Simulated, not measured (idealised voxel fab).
voxel tone inversion: a process module
Shown is cross-section cut, with a width of 220 nm and square cells of size 5 nm.
Cross-section, as written here: a square-cell grid given band by band from the top down, where a band holds one or more rows of cells.
Top, bottom (nm), then materials left to right with widths (nm); lone material tagged "full width" fills the whole band edge to edge; "blank" = empty space.
Measure heights from 0. That's the level where, below it, the as-received wafer is all one material. The lowest band is bottomless and extends downward; write it as in "0 down".
You'd read "30->40" like this: the band's top row of cells is as wide as the first number, its bottom row is as wide as the second, and going down, every row changes width by the same amount as the row before did.
Where a step carries "no alterations made", the cross-section came out of it unchanged, cell for cell.
Heads up: "Voids, fully enclosed" only lists the empty pockets with no open path to the top that are 8 cells or more, and it writes them as width x height at distance, distance from the left edge, in nm.
Where a step's line continues beyond its settings, the continuation is a remark by the simulator itself on that step.
overlay nm: mask offset rightward from planned place, masked step; negative means leftward offset.

-- Steps planned for the process
| 1 | RECEIVE with material Si |
| 2 | CONFORMAL_DEP with material SiN, thk nm 5 |
| 3 | DIRECTIONAL_DEP with material polySi, thk nm 15 |
| 4 | PATTERN with tone cover, mask id POSTS, material resist, width nm 20, pitch nm 40, thk nm 25, overlay nm 0 |
| 5 | DIRECTIONAL_ETCH with etch materials polySi, depth nm 15 |
| 6 | STRIP with etch materials resist |
| 7 | FILL_DEP with material lowk, thk nm 10 |
| 8 | CMP with height nm 20 |
| 9 | STRIP with etch materials polySi |

-- first wafer, as planned

-- As received (post step 1): cross-section
  0 down: Si full width
  Voids, fully enclosed: none

-- Take a look at the wafer's cross-section after step 2
  5 to 0: SiN full width
  Unchanged below 0.

-- Take a look at the wafer's cross-section after step 3
  20 to 5: polySi full width
  Unchanged below 5.

-- Take a look at the wafer's cross-section after step 4
  45 to 20: 60 nm blank; 20 nm resist; 20 nm blank; 20 nm resist; 20 nm blank; 20 nm resist; 60 nm blank
  Unchanged below 20.

-- Take a look at the wafer's cross-section after step 5
  45 to 20: 60 nm blank; 20 nm resist; 20 nm blank; 20 nm resist; 20 nm blank; 20 nm resist; 60 nm blank
  20 to 5: 60 nm blank; 20 nm polySi; 20 nm blank; 20 nm polySi; 20 nm blank; 20 nm polySi; 60 nm blank
  Unchanged below 5.

-- Take a look at the wafer's cross-section after step 6
  20 to 5: 60 nm blank; 20 nm polySi; 20 nm blank; 20 nm polySi; 20 nm blank; 20 nm polySi; 60 nm blank
  Unchanged below 5.

-- Take a look at the wafer's cross-section after step 7
  30 to 20: lowk full width
  20 to 5: 60 nm lowk; 20 nm polySi; 20 nm lowk; 20 nm polySi; 20 nm lowk; 20 nm polySi; 60 nm lowk
  Unchanged below 5.

-- Take a look at the wafer's cross-section after step 8
  20 to 5: 60 nm lowk; 20 nm polySi; 20 nm lowk; 20 nm polySi; 20 nm lowk; 20 nm polySi; 60 nm lowk
  Unchanged below 5.

-- Take a look at the wafer's cross-section after step 9
  20 to 5: 60 nm lowk; 20 nm blank; 20 nm lowk; 20 nm blank; 20 nm lowk; 20 nm blank; 60 nm lowk
  Unchanged below 5.

-- Here the second wafer is described. Its start and its plan were those of the first wafer. Its run contained one mistake. Up to and including step 2, it did exactly what the first wafer did

-- Planned end of step 3: second wafer, cross-section
  20 to 5: lowk full width
  Unchanged below 5.

-- Planned end of step 4: second wafer, cross-section
  45 to 20: 60 nm blank; 20 nm resist; 20 nm blank; 20 nm resist; 20 nm blank; 20 nm resist; 60 nm blank
  Unchanged below 20.

Planned end of step 5: second wafer, cross-section: no alterations made

-- Planned end of step 6: second wafer, cross-section
  20 to 5: lowk full width
  Unchanged below 5.

-- Planned end of step 7: second wafer, cross-section
  30 to 5: lowk full width
  Unchanged below 5.

-- Planned end of step 8: second wafer, cross-section
  20 to 5: lowk full width
  Unchanged below 5.

Planned end of step 9: second wafer, cross-section: no alterations made
Plan not followed: contrary to plan, step 3 was performed as DIRECTIONAL_DEP with material lowk, thk nm 15
Wrapping up, a cell-based count of both wafers puts the second over or under the first for these materials: lowk +36
